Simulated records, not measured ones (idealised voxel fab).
Process module name: voxel capacitor over wiring
For reference, the cross-section in this document is cut, with width 155 nm and square cells of 5 nm.
Bands, listed from the top down, are how a cross-section gets written in this document; the cross-section itself is a grid of square cells, and a band is one or more rows of them.
A band entry consists of two parts. The first gives the height of the band's top and the height of its bottom, in nm. The rest lists the band's materials from left to right, each with its width in nm. A single material labelled with the word "all across" fills the band from edge to edge, and the word "blank" marks empty space.
Counting heights begins at 0, where everything beneath is, in the wafer as received, one material. The lowest band has no bottom; it goes on downwards, as "0 -> down" shows.
Width "30..40": first value at the band's top row of cells, second value at its bottom row, equal change from row to row.
What does "nothing different" mean for a step? It means no cell of the cross-section changed in that step.
"Sealed cavities" contains a list of empty spaces, each no smaller than 8 cells and without an open way to the top, written in the form width x height at distance with the distance from the left edge and all three in nm.
What comes after the settings on a step's line is commentary from the simulator itself on that step.
"overlay nm" on a masked step: distance the mask lay right of its planned place, negative for left.

The following list gives the planned process steps
- 1: RECEIVE with material Si
- 2: CONFORMAL_DEP with material SiO2, thk nm 15
- 3: DIRECTIONAL_DEP with material TiN, thk nm 5
- 4: DIRECTIONAL_DEP with material Ru, thk nm 15
- 5: MASKED_ETCH with tone cover, mask id METAL_1, width nm 25, pitch nm 85, etch materials Ru, depth nm 15, overlay nm 0
- 6: MASKED_ETCH with tone cover, mask id METAL_1, width nm 25, pitch nm 85, etch materials TiN, depth nm 5, overlay nm 0
- 7: CONFORMAL_DEP with material SiN, thk nm 5
- 8: FILL_DEP with material SiO2, thk nm 5
- 9: CMP with height nm 35
- 10: CONFORMAL_DEP with material SiCN, thk nm 5
- 11: DIRECTIONAL_DEP with material lowk, thk nm 20
- 12: MASKED_ETCH with tone open, mask id PLUG_1, width nm 15, etch materials lowk, depth nm 20, overlay nm 0
- 13: MASKED_ETCH with tone open, mask id PLUG_1, width nm 15, etch materials SiCN, depth nm 5, overlay nm 0
- 14: EPI with material Ru, thk nm 10
- 15: EPI with material Ru, thk nm 10
- 16: EPI with material Ru, thk nm 5
- 17: DIRECTIONAL_DEP with material TiN, thk nm 5
- 18: DIRECTIONAL_DEP with material SiN, thk nm 5
- 19: DIRECTIONAL_DEP with material TiN, thk nm 5
- 20: MASKED_ETCH with tone cover, mask id UPPER_PLATE, width nm 65, etch materials TiN, depth nm 5, overlay nm 0
- 21: MASKED_ETCH with tone cover, mask id UPPER_PLATE, width nm 65, etch materials SiN, depth nm 5, overlay nm 0
- 22: PATTERN with tone cover, mask id LOWER_PLATE, material resist, width nm 75, thk nm 20, overlay nm 0
- 23: DIRECTIONAL_ETCH with etch materials TiN, depth nm 5
- 24: STRIP with etch materials resist
- 25: FILL_DEP with material SiO2, thk nm 20
- 26: CMP with height nm 90
- 27: PATTERN with tone open, mask id PLUG_2, material resist, width nm 15, thk nm 20, overlay nm 0
- 28: DIRECTIONAL_ETCH with etch materials SiO2, depth nm 15
- 29: STRIP with etch materials resist
- 30: CONFORMAL_DEP with material TiN, thk nm 5
- 31: FILL_DEP with material W, thk nm 10
- 32: CMP with height nm 90
- 33: CONFORMAL_DEP with material SiN, thk nm 5

As received, after step 1
0 -> down: Si all across
Sealed cavities: none

Figure: cross-sectional view of the wafer upon completion of the module, processed from the initial state and according to the plan depicted above, with one error introduced during execution
95 -> 90: SiN all across
90 -> 80: 40 nm SiO2, 5 nm TiN, 5 nm W, 5 nm TiN, 100 nm SiO2
80 -> 70: 40..30 nm SiO2, 15..65 nm TiN, 100..60 nm SiO2
70 -> 65: 30 nm SiO2, 65 nm SiN, 60 nm SiO2
65 -> 60: 25 nm SiO2, 75 nm TiN, 55 nm SiO2
60 -> 40: 30 nm lowk, 15 nm Ru, 110 nm lowk
40 -> 35: 30 nm SiCN, 15 nm Ru, 110 nm SiCN
35 -> 30: 20 nm SiN, 25 nm TiN, 60 nm SiN, 25 nm TiN, 25 nm SiN
30 -> 0: SiO2 all across
0 -> down: Si all across
Sealed cavities: none
Heads up, the wafer didn't run the way we planned it: it should be noted that step 2 of the plan was executed twice
